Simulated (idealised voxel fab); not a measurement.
process module | voxel self aligned contacts
Cross-section cut spans 205 nm and uses square cells 5 nm in size.
Think of the cross-section as a grid of square cells. We describe it in bands, top to bottom, and each band covers one or more rows of those cells.
In this notation a band is specified by the heights of its top and bottom, in that order and in nm, after which its materials appear from left to right, each paired with its width in nm. The word "all across" attached to a single material means that material fills the band from edge to edge; the word "blank" stands for empty space.
Ref level 0: as-received wafer is one material below here. Bottom band extends down with no lower bound ("0 nm and below").
You'd read "30->40" like this: the band's top row of cells is as wide as the first number, its bottom row is as wide as the second, and going down, every row changes width by the same amount as the row before did.
Where the words "identical to before" appear for a step, the cross-section shows no cell changed by that step; every cell remained as before.
Reported under the label "Enclosed void inventory" are the empty spaces having no open way to the top and comprising 8 cells or more; the notation for each is width x height at distance, in which the distance is measured from the left edge and all three values are in nm.
Past the settings on a step's line: simulator remark, on that step.
A step line may carry the setting "overlay nm", which, for steps involving a mask, states the distance by which the mask lay to the right of its intended position; negative values denote displacement to the left.
**List of planned process steps**
step 1: op RECEIVE | material Si
step 2: op CONFORMAL_DEP | material SiO2 | thk nm 5
step 3: op DIRECTIONAL_DEP | material polySi | thk nm 20
step 4: op DIRECTIONAL_DEP | material SiN | thk nm 15
step 5: op MASKED_ETCH | tone cover | mask id GATE | width nm 30 | pitch nm 65 | etch materials SiN | depth nm 15 | overlay nm 0
step 6: op MASKED_ETCH | tone cover | mask id GATE | width nm 30 | pitch nm 65 | etch materials polySi | depth nm 20 | overlay nm 0
step 7: op CONFORMAL_DEP | material SiN | thk nm 5
step 8: op DIRECTIONAL_ETCH | etch materials SiN | depth nm 5
step 9: op FILL_DEP | material SiO2 | thk nm 20
step 10: op CMP | height nm 50
step 11: op DIRECTIONAL_DEP | material aC | thk nm 10
step 12: op PATTERN | tone open | mask id CONTACT | material resist | width nm 45 | thk nm 25 | overlay nm 0
step 13: op DIRECTIONAL_ETCH | etch materials aC | depth nm 10
step 14: op STRIP | etch materials resist
step 15: op DIRECTIONAL_ETCH | etch materials SiO2 | depth nm 50
step 16: op STRIP | etch materials aC
step 17: op CONFORMAL_DEP | material TiN | thk nm 5
step 18: op FILL_DEP | material W | thk nm 10
step 19: op CMP | height nm 50
step 20: op CONFORMAL_DEP | material SiN | thk nm 5
**Account of the first of two wafers, which was processed as intended**
**As received (post step 1): cross-section**
0 nm and below  Si all across
Enclosed void inventory: none
**Sectional view: wafer, after step 2**
5 nm to 0 nm  SiO2 all across
Everything under 0 stays put, no change at all.
**Sectional view: wafer, after step 3**
25 nm to 5 nm  polySi all across
Everything under 5 stays put, no change at all.
**Sectional view: wafer, after step 4**
40 nm to 25 nm  SiN all across
Everything under 25 stays put, no change at all.
**Sectional view: wafer, after step 5**
40 nm to 25 nm  blank (55), then SiN (30), then blank (35), then SiN (30), then blank (55)
Everything under 25 stays put, no change at all.
**Sectional view: wafer, after step 6**
40 nm to 25 nm  blank (55), then SiN (30), then blank (35), then SiN (30), then blank (55)
25 nm to 5 nm  blank (55), then polySi (30), then blank (35), then polySi (30), then blank (55)
Everything under 5 stays put, no change at all.
**Sectional view: wafer, after step 7**
45 nm to 25 nm  blank (50), then SiN (40), then blank (25), then SiN (40), then blank (50)
25 nm to 10 nm  blank (50), then SiN (5), then polySi (30), then SiN (5), then blank (25), then SiN (5), then polySi (30), then SiN (5), then blank (50)
10 nm to 5 nm  SiN (55), then polySi (30), then SiN (35), then polySi (30), then SiN (55)
Everything under 5 stays put, no change at all.
**Sectional view: wafer, after step 8**
40 nm to 25 nm  blank (50), then SiN (40), then blank (25), then SiN (40), then blank (50)
25 nm to 5 nm  blank (50), then SiN (5), then polySi (30), then SiN (5), then blank (25), then SiN (5), then polySi (30), then SiN (5), then blank (50)
Everything under 5 stays put, no change at all.
**Sectional view: wafer, after step 9**
60 nm to 40 nm  SiO2 all across
40 nm to 25 nm  SiO2 (50), then SiN (40), then SiO2 (25), then SiN (40), then SiO2 (50)
25 nm to 5 nm  SiO2 (50), then SiN (5), then polySi (30), then SiN (5), then SiO2 (25), then SiN (5), then polySi (30), then SiN (5), then SiO2 (50)
Everything under 5 stays put, no change at all.
**Sectional view: wafer, after step 10**
50 nm to 40 nm  SiO2 all across
Everything under 40 stays put, no change at all.
**Sectional view: wafer, after step 11**
60 nm to 50 nm  aC all across
Everything under 50 stays put, no change at all.
**Sectional view: wafer, after step 12**
85 nm to 60 nm  resist (80), then blank (45), then resist (80)
Everything under 60 stays put, no change at all.
**Sectional view: wafer, after step 13**
75 nm to 60 nm  resist (80), then blank (45), then resist (80)
60 nm to 50 nm  aC (80), then blank (45), then aC (80)
Everything under 50 stays put, no change at all.
**Sectional view: wafer, after step 14**
60 nm to 50 nm  aC (80), then blank (45), then aC (80)
Everything under 50 stays put, no change at all.
**Sectional view: wafer, after step 15**
60 nm to 50 nm  aC (80), then blank (45), then aC (80)
50 nm to 40 nm  SiO2 (80), then blank (45), then SiO2 (80)
40 nm to 25 nm  SiO2 (50), then SiN (40), then blank (25), then SiN (40), then SiO2 (50)
25 nm to 5 nm  SiO2 (50), then SiN (5), then polySi (30), then SiN (5), then blank (25), then SiN (5), then polySi (30), then SiN (5), then SiO2 (50)
5 nm to 0 nm  SiO2 (90), then blank (25), then SiO2 (90)
Everything under 0 stays put, no change at all.
**Sectional view: wafer, after step 16**
50 nm to 40 nm  SiO2 (80), then blank (45), then SiO2 (80)
Everything under 40 stays put, no change at all.
**Sectional view: wafer, after step 17**
55 nm to 50 nm  TiN (85), then blank (35), then TiN (85)
50 nm to 40 nm  SiO2 (80), then TiN (5->15), then blank (35->15), then TiN (5->15), then SiO2 (80)
40 nm to 25 nm  SiO2 (50), then SiN (40), then TiN (5), then blank (15), then TiN (5), then SiN (40), then SiO2 (50)
25 nm to 5 nm  SiO2 (50), then SiN (5), then polySi (30), then SiN (5), then TiN (5), then blank (15), then TiN (5), then SiN (5), then polySi (30), then SiN (5), then SiO2 (50)
5 nm to 0 nm  SiO2 (90), then TiN (25), then SiO2 (90)
Everything under 0 stays put, no change at all.
**Sectional view: wafer, after step 18**
65 nm to 55 nm  W all across
55 nm to 50 nm  TiN (85), then W (35), then TiN (85)
50 nm to 40 nm  SiO2 (80), then TiN (5->15), then W (35->15), then TiN (5->15), then SiO2 (80)
40 nm to 25 nm  SiO2 (50), then SiN (40), then TiN (5), then W (15), then TiN (5), then SiN (40), then SiO2 (50)
25 nm to 5 nm  SiO2 (50), then SiN (5), then polySi (30), then SiN (5), then TiN (5), then W (15), then TiN (5), then SiN (5), then polySi (30), then SiN (5), then SiO2 (50)
Everything under 5 stays put, no change at all.
**Sectional view: wafer, after step 19**
50 nm to 40 nm  SiO2 (80), then TiN (5->15), then W (35->15), then TiN (5->15), then SiO2 (80)
Everything under 40 stays put, no change at all.
**Sectional view: wafer, after step 20**
55 nm to 50 nm  SiN all across
Everything under 50 stays put, no change at all.
**Second of two: same start, same plan, one run error; steps up to and including 3 match the first**
**Second wafer, cut view, end of step 4 per plan**
55 nm to 25 nm  SiN all across
Everything under 25 stays put, no change at all.
**Second wafer, cut view, end of step 5 per plan**
55 nm to 40 nm  blank (55), then SiN (30), then blank (35), then SiN (30), then blank (55)
Everything under 40 stays put, no change at all.
Second wafer, cut view, end of step 6 per plan: identical to before
**Second wafer, cut view, end of step 7 per plan**
60 nm to 45 nm  blank (50), then SiN (40), then blank (25), then SiN (40), then blank (50)
45 nm to 25 nm  SiN all across
Everything under 25 stays put, no change at all.
**Second wafer, cut view, end of step 8 per plan**
55 nm to 40 nm  blank (50), then SiN (40), then blank (25), then SiN (40), then blank (50)
Everything under 40 stays put, no change at all.
**Second wafer, cut view, end of step 9 per plan**
75 nm to 55 nm  SiO2 all across
55 nm to 40 nm  SiO2 (50), then SiN (40), then SiO2 (25), then SiN (40), then SiO2 (50)
Everything under 40 stays put, no change at all.
**Second wafer, cut view, end of step 10 per plan**
50 nm to 40 nm  SiO2 (50), then SiN (40), then SiO2 (25), then SiN (40), then SiO2 (50)
Everything under 40 stays put, no change at all.
**Second wafer, cut view, end of step 11 per plan**
60 nm to 50 nm  aC all across
Everything under 50 stays put, no change at all.
**Second wafer, cut view, end of step 12 per plan**
85 nm to 60 nm  resist (80), then blank (45), then resist (80)
Everything under 60 stays put, no change at all.
**Second wafer, cut view, end of step 13 per plan**
75 nm to 60 nm  resist (80), then blank (45), then resist (80)
60 nm to 50 nm  aC (80), then blank (45), then aC (80)
Everything under 50 stays put, no change at all.
**Second wafer, cut view, end of step 14 per plan**
60 nm to 50 nm  aC (80), then blank (45), then aC (80)
Everything under 50 stays put, no change at all.
**Second wafer, cut view, end of step 15 per plan**
60 nm to 50 nm  aC (80), then blank (45), then aC (80)
50 nm to 40 nm  SiO2 (50), then SiN (40), then blank (25), then SiN (40), then SiO2 (50)
Everything under 40 stays put, no change at all.
**Second wafer, cut view, end of step 16 per plan**
50 nm to 40 nm  SiO2 (50), then SiN (40), then blank (25), then SiN (40), then SiO2 (50)
Everything under 40 stays put, no change at all.
**Second wafer, cut view, end of step 17 per plan**
55 nm to 50 nm  TiN (95), then blank (15), then TiN (95)
50 nm to 45 nm  SiO2 (50), then SiN (40), then TiN (5), then blank (15), then TiN (5), then SiN (40), then SiO2 (50)
45 nm to 40 nm  SiO2 (50), then SiN (40), then TiN (25), then SiN (40), then SiO2 (50)
Everything under 40 stays put, no change at all.
**Second wafer, cut view, end of step 18 per plan**
65 nm to 55 nm  W all across
55 nm to 50 nm  TiN (95), then W (15), then TiN (95)
50 nm to 45 nm  SiO2 (50), then SiN (40), then TiN (5), then W (15), then TiN (5), then SiN (40), then SiO2 (50)
Everything under 45 stays put, no change at all.
**Second wafer, cut view, end of step 19 per plan**
50 nm to 45 nm  SiO2 (50), then SiN (40), then TiN (5), then W (15), then TiN (5), then SiN (40), then SiO2 (50)
Everything under 45 stays put, no change at all.
**Second wafer, cut view, end of step 20 per plan**
55 nm to 50 nm  SiN all across
Everything under 50 stays put, no change at all.
The mistake made against the process plan was this: step 4 of the plan was performed twice
at the end the second wafer has, in cells: +91 SiN; -159 SiO2; -20 TiN; -28 W; +116 polySi
